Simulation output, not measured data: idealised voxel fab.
process module | voxel spacer lines
cross-section cut | 280 nm wide | cells 5 nm
A cross-section is a grid of square cells, given in bands from the top down. A band is one or more rows of cells.
Each band's line starts with the height of the band's top and of its bottom, in nm. Then come its materials from left to right, each with its width in nm. One material with "throughout" fills the band from edge to edge. "air" is empty space.
Height 0 is the level under which the wafer as received is all one material. The lowest band goes on downwards, as in "0 down".
A width such as "30 to 40" changes by the same amount from each row of cells to the next, from the band's top row to its bottom row.
"no change" after a step means that no cell of the cross-section changed.
closed voids: empty space of 8 cells or more with no open way to the top, each as width x height at its distance from the left edge, in nm
after a step's settings: what the simulator itself notes on the step
overlay nm, on a step with a mask: how far to the right of its planned place the mask lay; to the left if negative
plan
1 op RECEIVE | material Si
2 op CONFORMAL_DEP | material Al2O3 | thk nm 10
3 op DIRECTIONAL_DEP | material polySi | thk nm 10
4 op DIRECTIONAL_DEP | material aC | thk nm 30
5 op PATTERN | tone cover | mask id MANDREL | material resist | width nm 15 | pitch nm 60 | thk nm 40 | overlay nm 0
6 op DIRECTIONAL_ETCH | etch materials aC | depth nm 30
7 op STRIP | etch materials resist
8 op CONFORMAL_DEP | material SiN | thk nm 15
9 op DIRECTIONAL_ETCH | etch materials SiN | depth nm 15
10 op STRIP | etch materials aC
11 op DIRECTIONAL_ETCH | etch materials polySi | depth nm 10
12 op STRIP | etch materials SiN
as received, after step 1
  0 down: Si throughout
  closed voids: none
first wafer at the end, as planned
  20 to 10: air 85 | polySi 15 | air 15 | polySi 15 | air 15 | polySi 15 | air 15 | polySi 15 | air 90
  10 to 0: Al2O3 throughout
  0 down: Si throughout
  closed voids: none
second wafer at the end: like start, like plan, one mistake
  20 to 10: air 85 | polySi 45 | air 15 | polySi 45 | air 90
  10 to 0: Al2O3 throughout
  0 down: Si throughout
  closed voids: none
what went wrong: steps 10 and 11 were swapped
at the end the second wafer has, in cells: 12 more of polySi
